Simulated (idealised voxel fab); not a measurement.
Herein follows the process module entitled voxel air gaps.
The figure presents cross-section cut, which has a width of 275 nm and is divided into square cells with an edge length of 5 nm.
Cross-section spec: square-cell grid; bands listed top down; each band is one or more rows.
In this notation a band is specified by the heights of its top and bottom, in that order and in nm, after which its materials appear from left to right, each paired with its width in nm. The word "throughout" attached to a single material means that material fills the band from edge to edge; the word "blank" stands for empty space.
It should be noted that heights are counted from 0, beneath which the wafer as supplied is of one material throughout, and that the lowest band possesses no lower boundary but continues downward, as written in "0 nm and below".
The notation "30..40" denotes a width that varies across the rows of cells in the band, beginning at the first number in the top row, finishing at the second number in the bottom row, and changing by an identical amount from each row to the next.
"nothing changed" means the step left every cell of the cross-section as it was.
For the entry "Encapsulated voids", the listed items are empty spaces with no open way to the top whose size is 8 cells or more; each item follows the pattern width x height at distance, where distance is from the left edge and all three are in nm.
Past the settings on a step's line: simulator remark, on that step.
overlay nm: step with mask; distance mask lay right of planned place; negative value = left of planned place.
Here's what the planned process steps look like:
1) RECEIVE, material Si
2) CONFORMAL_DEP, material SiO2, thk nm 10
3) CONFORMAL_DEP, material SiCN, thk nm 5
4) DIRECTIONAL_DEP, material SiO2, thk nm 40
5) DIRECTIONAL_DEP, material aC, thk nm 10
6) PATTERN, tone open, mask id LINES, material resist, width nm 25, pitch nm 55, thk nm 30, overlay nm 0
7) DIRECTIONAL_ETCH, etch materials aC, depth nm 10
8) STRIP, etch materials resist
9) DIRECTIONAL_ETCH, etch materials SiO2, depth nm 40
10) STRIP, etch materials aC
11) CONFORMAL_DEP, material TiN, thk nm 5
12) FILL_DEP, material Ru, thk nm 10
13) CMP, height nm 55
14) EPI, material Ru, thk nm 10
15) SELECTIVE_ETCH, etch materials SiO2, depth nm 50
16) CONFORMAL_DEP, material SiCN, thk nm 5
Cross-section: wafer on arrival = after step 1:
0 nm and below | Si throughout
Encapsulated voids: none
A wafer at the end: this start, this plan, one mistake:
70 nm to 65 nm | blank 55 nm | SiCN 165 nm | blank 55 nm
65 nm to 55 nm | blank 55 nm | SiCN 5 nm | Ru 45 nm | SiCN 10 nm | Ru 45 nm | SiCN 10 nm | Ru 45 nm | SiCN 5 nm | blank 55 nm
55 nm to 50 nm | blank 55 nm | SiCN 15 nm | TiN 5 nm | Ru 15 nm | TiN 5 nm | SiCN 30 nm | TiN 5 nm | Ru 15 nm | TiN 5 nm | SiCN 30 nm | TiN 5 nm | Ru 15 nm | TiN 5 nm | SiCN 15 nm | blank 55 nm
50 nm to 20 nm | blank 65 nm | SiCN 5 nm | TiN 5 nm | Ru 15 nm | TiN 5 nm | SiCN 5 nm | blank 20 nm | SiCN 5 nm | TiN 5 nm | Ru 15 nm | TiN 5 nm | SiCN 5 nm | blank 20 nm | SiCN 5 nm | TiN 5 nm | Ru 15 nm | TiN 5 nm | SiCN 5 nm | blank 65 nm
20 nm to 15 nm | SiCN 70 nm | TiN 25 nm | SiCN 30 nm | TiN 25 nm | SiCN 30 nm | TiN 25 nm | SiCN 70 nm
15 nm to 10 nm | TiN throughout
10 nm to 0 nm | SiO2 throughout
0 nm and below | Si throughout
Encapsulated voids: 20 x 30 at 100; 20 x 30 at 155
It is concluded that the wafer was processed incorrectly with respect to the plan, in that for step 3, the planned setting was not used; the step was instead run as CONFORMAL_DEP, material TiN, thk nm 5
